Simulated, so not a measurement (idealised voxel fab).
Process module, titled voxel self aligned vias
In the cross-section labelled cut, the width is 255 nm and each square cell is 5 nm.
Cross-section = grid of square cells, listed top down in bands; band = one or more rows. The entry gives the band's vertical extent as a top height and a bottom height in nm, then its horizontal make-up as materials from left to right, each with a width in nm. "empty" stands for empty space; a single material marked "edge to edge" fills the band edge to edge. Height is counted from the level 0, under which the received wafer is composed throughout of one material. The lowest of the bands is not closed at the bottom but continues downward, in the notation "0 and below". Read "30 to 40" as a graded width: first number on top, second number at the bottom, same change between each pair of neighbouring rows. "no modification" for a step: no cell of the cross-section changed in that step. Voids not open to the top, 8 cells minimum: see "Sealed void list". Written width x height at distance; distance is from the left edge; nm. Where a step's line continues beyond its settings, the continuation is a remark by the simulator itself on that step. "overlay nm" denotes, for a step that has a mask, the displacement of the mask to the right of its planned place, with negative values corresponding to the left.

### The steps planned for the process are as follows
1. op RECEIVE | material Si
2. op CONFORMAL_DEP | material SiO2 | thk nm 10
3. op CONFORMAL_DEP | material SiCN | thk nm 5
4. op DIRECTIONAL_DEP | material lowk | thk nm 25
5. op PATTERN | tone open | mask id LINES | material resist | width nm 25 | pitch nm 55 | thk nm 20 | overlay nm 0
6. op DIRECTIONAL_ETCH | etch materials lowk | depth nm 25
7. op STRIP | etch materials resist
8. op CONFORMAL_DEP | material TiN | thk nm 5
9. op FILL_DEP | material Ru | thk nm 10
10. op CMP | height nm 40
11. op SELECTIVE_ETCH | etch materials W Ru TiN | depth nm 5
12. op FILL_DEP | material SiN | thk nm 10
13. op CMP | height nm 40
14. op DIRECTIONAL_DEP | material lowk | thk nm 15
15. op DIRECTIONAL_DEP | material aC | thk nm 15
16. op PATTERN | tone open | mask id VIAS | material resist | width nm 35 | pitch nm 55 | thk nm 30 | overlay nm 0
17. op DIRECTIONAL_ETCH | etch materials aC | depth nm 15
18. op STRIP | etch materials resist
19. op DIRECTIONAL_ETCH | etch materials lowk | depth nm 15
20. op DIRECTIONAL_ETCH | etch materials SiN | depth nm 5
21. op STRIP | etch materials aC
22. op CONFORMAL_DEP | material TiN | thk nm 5
23. op FILL_DEP | material Cu | thk nm 10
24. op CMP | height nm 55
25. op CONFORMAL_DEP | material SiCN | thk nm 5

### Cross-section of the wafer upon arrival, representing the state reached after step 1
> 0 and below | Si edge to edge
> Sealed void list: none

### Cross-section: first of two wafers, module finished, run according to plan
> 60 down to 55 | SiCN edge to edge
> 55 down to 45 | lowk: 80, TiN: 5, Cu: 25, TiN: 5, lowk: 20, TiN: 5, Cu: 25, TiN: 5, lowk: 85
> 45 down to 40 | lowk: 80, TiN: 10, Cu: 15, TiN: 10, lowk: 20, TiN: 10, Cu: 15, TiN: 10, lowk: 85
> 40 down to 35 | lowk: 85, TiN: 25, lowk: 30, TiN: 25, lowk: 90
> 35 down to 20 | lowk: 85, TiN: 5, Ru: 15, TiN: 5, lowk: 30, TiN: 5, Ru: 15, TiN: 5, lowk: 90
> 20 down to 15 | lowk: 85, TiN: 25, lowk: 30, TiN: 25, lowk: 90
> 15 down to 10 | SiCN edge to edge
> 10 down to 0 | SiO2 edge to edge
> 0 and below | Si edge to edge
> Sealed void list: none

### Here's the second of our two wafers sectioned at module end. Same start as the first, same plan, but one mistake got made running it
> 60 down to 55 | SiCN edge to edge
> 55 down to 40 | lowk: 80, TiN: 5, Cu: 25, TiN: 5, lowk: 20, TiN: 5, Cu: 25, TiN: 5, lowk: 85
> 40 down to 35 | SiN: 80, TiN: 35, SiN: 20, TiN: 35, SiN: 85
> 35 down to 30 | TiN: 90, Ru: 15, TiN: 40, Ru: 15, TiN: 95
> 30 down to 10 | lowk: 85, TiN: 5, Ru: 15, TiN: 5, lowk: 30, TiN: 5, Ru: 15, TiN: 5, lowk: 90
> 10 down to 5 | lowk: 85, TiN: 25, lowk: 30, TiN: 25, lowk: 90
> 5 down to 0 | SiCN edge to edge
> 0 and below | Si edge to edge
> Sealed void list: none
In executing the process, a mistake was made relative to the plan: step 2 of the plan was excluded from execution and never run
At the finish, the second wafer shows more or fewer cells for some materials than the first does: 4 more of Cu; 12 more of Ru; 37 more of SiN; 102 fewer of SiO2; 49 more of TiN
